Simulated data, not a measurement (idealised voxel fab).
process module | voxel gate over fins
cross-section cut | 255 nm wide | cells 5 nm
A cross-section is a grid of square cells, given in bands from the top down. A band is one or more rows of cells.
Each band's line starts with the height of the band's top and of its bottom, in nm. Then come its materials from left to right, each with its width in nm. One material with "throughout" fills the band from edge to edge. "air" is empty space.
Height 0 is the level under which the wafer as received is all one material. The lowest band goes on downwards, as in "0 down".
A width such as "30 to 40" changes by the same amount from each row of cells to the next, from the band's top row to its bottom row.
"no change" after a step means that no cell of the cross-section changed.
closed voids: empty space of 8 cells or more with no open way to the top, each as width x height at its distance from the left edge, in nm
after a step's settings: what the simulator itself notes on the step
overlay nm, on a step with a mask: how far to the right of its planned place the mask lay; to the left if negative
plan
1 op RECEIVE | material Si
2 op CONFORMAL_DEP | material SiN | thk nm 10
3 op MASKED_ETCH | tone cover | mask id FINS | width nm 15 | pitch nm 55 | etch materials SiN | depth nm 10 | overlay nm 0
4 op MASKED_ETCH | tone cover | mask id FINS | width nm 15 | pitch nm 55 | etch materials Si | depth nm 40 | overlay nm 0
5 op OXIDIZE | depth nm 5
6 op FILL_DEP | material SiO2 | thk nm 10
7 op CMP | height nm 10
8 op DIRECTIONAL_DEP | material aC | thk nm 10
9 op PATTERN | tone open | mask id RAIL | material resist | width nm 15 | thk nm 30 | overlay nm 0
10 op DIRECTIONAL_ETCH | etch materials aC | depth nm 10
11 op STRIP | etch materials resist
12 op DIRECTIONAL_ETCH | etch materials SiO2 | depth nm 45
13 op STRIP | etch materials aC
14 op CONFORMAL_DEP | material TiN | thk nm 5
15 op FILL_DEP | material W | thk nm 10
16 op CMP | height nm 5
17 op SELECTIVE_ETCH | etch materials W Ru TiN | depth nm 35
18 op FILL_DEP | material SiO2 | thk nm 5
19 op CMP | height nm 10
20 op SELECTIVE_ETCH | etch materials SiO2 | depth nm 25
21 op STRIP | etch materials SiN
22 op CONFORMAL_DEP | material HfO2 | thk nm 5
23 op CONFORMAL_DEP | material TiN | thk nm 5
24 op FILL_DEP | material W | thk nm 15
25 op CMP | height nm 20
26 op CONFORMAL_DEP | material SiCN | thk nm 10
varied across the wafers: height nm of step 16. The plan shows the first wafer's value. All wafers start alike
first wafer as received, after step 1
  0 down: Si throughout
  closed voids: none
first wafer at the end, after step 26
  30 to 20: SiCN throughout
  20 to 10: W throughout
  10 to 5: W 30 | TiN 25 | W 30 | TiN 25 | W 30 | TiN 25 | W 30 | TiN 25 | W 35
  5 to 0: W 30 | TiN 5 | HfO2 15 | TiN 5 | W 30 | TiN 5 | HfO2 15 | TiN 5 | W 30 | TiN 5 | HfO2 15 | TiN 5 | W 30 | TiN 5 | HfO2 15 | TiN 5 | W 35
  0 to -5: W 30 | TiN 5 | HfO2 5 | Si 5 | HfO2 5 | TiN 5 | W 30 | TiN 5 | HfO2 5 | Si 5 | HfO2 5 | TiN 5 | W 30 | TiN 5 | HfO2 5 | Si 5 | HfO2 5 | TiN 5 | W 30 | TiN 5 | HfO2 5 | Si 5 | HfO2 5 | TiN 5 | W 35
  -5 to -10: TiN 35 | HfO2 5 | Si 5 | HfO2 5 | TiN 40 | HfO2 5 | Si 5 | HfO2 5 | TiN 40 | HfO2 5 | Si 5 | HfO2 5 | TiN 40 | HfO2 5 | Si 5 | HfO2 5 | TiN 40
  -10 to -15: HfO2 40 | Si 5 | HfO2 50 | Si 5 | HfO2 50 | Si 5 | HfO2 50 | Si 5 | HfO2 45
  -15 to -30: SiO2 40 | Si 5 | SiO2 50 | Si 5 | SiO2 50 | Si 5 | SiO2 50 | Si 5 | SiO2 45
  -30 to -35: SiO2 40 | Si 5 | SiO2 15 | TiN 15 | SiO2 20 | Si 5 | SiO2 50 | Si 5 | SiO2 50 | Si 5 | SiO2 45
  -35 to -45: SiO2 40 | Si 5 | SiO2 50 | Si 5 | SiO2 50 | Si 5 | SiO2 50 | Si 5 | SiO2 45
  -45 down: Si throughout
  closed voids: none
last wafer at the end
  30 to 20: SiCN throughout
  20 to 10: W throughout
  10 to 5: W 30 | TiN 25 | W 30 | TiN 25 | W 30 | TiN 25 | W 30 | TiN 25 | W 35
  5 to 0: W 30 | TiN 5 | HfO2 15 | TiN 5 | W 30 | TiN 5 | HfO2 15 | TiN 5 | W 30 | TiN 5 | HfO2 15 | TiN 5 | W 30 | TiN 5 | HfO2 15 | TiN 5 | W 35
  0 to -5: W 30 | TiN 5 | HfO2 5 | Si 5 | HfO2 5 | TiN 40 | HfO2 5 | Si 5 | HfO2 5 | TiN 5 | W 30 | TiN 5 | HfO2 5 | Si 5 | HfO2 5 | TiN 5 | W 30 | TiN 5 | HfO2 5 | Si 5 | HfO2 5 | TiN 5 | W 35
  -5 to -10: TiN 35 | HfO2 5 | Si 5 | HfO2 5 | TiN 5 | HfO2 25 | TiN 10 | HfO2 5 | Si 5 | HfO2 5 | TiN 40 | HfO2 5 | Si 5 | HfO2 5 | TiN 40 | HfO2 5 | Si 5 | HfO2 5 | TiN 40
  -10 to -15: HfO2 40 | Si 5 | HfO2 15 | TiN 5 | W 5 | TiN 5 | HfO2 20 | Si 5 | HfO2 50 | Si 5 | HfO2 50 | Si 5 | HfO2 45
  -15 to -30: SiO2 40 | Si 5 | SiO2 15 | TiN 5 | W 5 | TiN 5 | SiO2 20 | Si 5 | SiO2 50 | Si 5 | SiO2 50 | Si 5 | SiO2 45
  -30 to -35: SiO2 40 | Si 5 | SiO2 15 | TiN 15 | SiO2 20 | Si 5 | SiO2 50 | Si 5 | SiO2 50 | Si 5 | SiO2 45
  -35 to -45: SiO2 40 | Si 5 | SiO2 50 | Si 5 | SiO2 50 | Si 5 | SiO2 50 | Si 5 | SiO2 45
  -45 down: Si throughout
  closed voids: none
each wafer at the end: cells of each material gained (+) or lost (-) since it was received, then its closed voids
height nm 5 | +75 HfO2 | -423 Si | +102 SiCN | +279 SiO2 | +78 TiN | +195 W | closed voids: none
height nm 10 | +75 HfO2 | -423 Si | +102 SiCN | +276 SiO2 | +80 TiN | +196 W | closed voids: none
height nm 15 | +75 HfO2 | -423 Si | +102 SiCN | +273 SiO2 | +82 TiN | +197 W | closed voids: none
height nm 20 | +75 HfO2 | -423 Si | +102 SiCN | +270 SiO2 | +84 TiN | +198 W | closed voids: none
height nm 25 | +77 HfO2 | -423 Si | +102 SiCN | +270 SiO2 | +87 TiN | +193 W | closed voids: none
